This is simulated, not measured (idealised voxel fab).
process module | voxel self aligned contacts
cross-section cut | 170 nm wide | cells 5 nm
A cross-section is a grid of square cells, given in bands from the top down. A band is one or more rows of cells.
Each band's line starts with the height of the band's top and of its bottom, in nm. Then come its materials from left to right, each with its width in nm. One material with "throughout" fills the band from edge to edge. "air" is empty space.
Height 0 is the level under which the wafer as received is all one material. The lowest band goes on downwards, as in "0 down".
A width such as "30 to 40" changes by the same amount from each row of cells to the next, from the band's top row to its bottom row.
"no change" after a step means that no cell of the cross-section changed.
closed voids: empty space of 8 cells or more with no open way to the top, each as width x height at its distance from the left edge, in nm
after a step's settings: what the simulator itself notes on the step
overlay nm, on a step with a mask: how far to the right of its planned place the mask lay; to the left if negative
plan
1 op RECEIVE | material Si
2 op CONFORMAL_DEP | material SiO2 | thk nm 5
3 op DIRECTIONAL_DEP | material polySi | thk nm 25
4 op DIRECTIONAL_DEP | material SiN | thk nm 20
5 op PATTERN | tone cover | mask id GATE | material resist | width nm 25 | pitch nm 60 | thk nm 20 | overlay nm 0
6 op DIRECTIONAL_ETCH | etch materials SiN | depth nm 20
7 op DIRECTIONAL_ETCH | etch materials polySi | depth nm 25
8 op STRIP | etch materials resist
9 op CONFORMAL_DEP | material SiN | thk nm 5
10 op DIRECTIONAL_ETCH | etch materials SiN | depth nm 5
11 op FILL_DEP | material SiO2 | thk nm 15
12 op CMP | height nm 55
13 op DIRECTIONAL_DEP | material aC | thk nm 10
14 op PATTERN | tone open | mask id CONTACT | material resist | width nm 45 | thk nm 25 | overlay nm 0
15 op DIRECTIONAL_ETCH | etch materials aC | depth nm 10
16 op STRIP | etch materials resist
17 op DIRECTIONAL_ETCH | etch materials SiO2 | depth nm 55
18 op STRIP | etch materials aC
19 op CONFORMAL_DEP | material TiN | thk nm 5
20 op FILL_DEP | material Ru | thk nm 5
21 op CMP | height nm 55
22 op CONFORMAL_DEP | material SiCN | thk nm 5
as received, after step 1
  0 down: Si throughout
  closed voids: none
first wafer at the end, as planned
  60 to 55: SiCN throughout
  55 to 50: SiO2 60 | TiN 15 | Ru 15 | TiN 15 | SiO2 65
  50 to 30: SiO2 35 | SiN 35 | TiN 5 | Ru 15 | TiN 5 | SiN 35 | SiO2 40
  30 to 5: SiO2 35 | SiN 5 | polySi 25 | SiN 5 | TiN 5 | Ru 15 | TiN 5 | SiN 5 | polySi 25 | SiN 5 | SiO2 40
  5 to 0: SiO2 70 | TiN 25 | SiO2 75
  0 down: Si throughout
  closed voids: none
second wafer at the end: like start, like plan, one mistake
  60 to 55: SiCN throughout
  55 to 50: SiO2 60 | TiN 15 | Ru 15 | TiN 20 | SiO2 60
  50 to 30: SiO2 35 | SiN 35 | TiN 5 | Ru 15 | TiN 5 | SiN 35 | SiO2 40
  30 to 5: SiO2 35 | SiN 5 | polySi 25 | SiN 5 | TiN 5 | Ru 15 | TiN 5 | SiN 5 | polySi 25 | SiN 5 | SiO2 40
  5 to 0: SiO2 70 | TiN 25 | SiO2 75
  0 down: Si throughout
  closed voids: none
what went wrong: step 14 ran as: op PATTERN | tone open | mask id CONTACT | material resist | width nm 50 | thk nm 25 | overlay nm 0
at the end the second wafer has, in cells: 1 fewer of SiO2 | 1 more of TiN
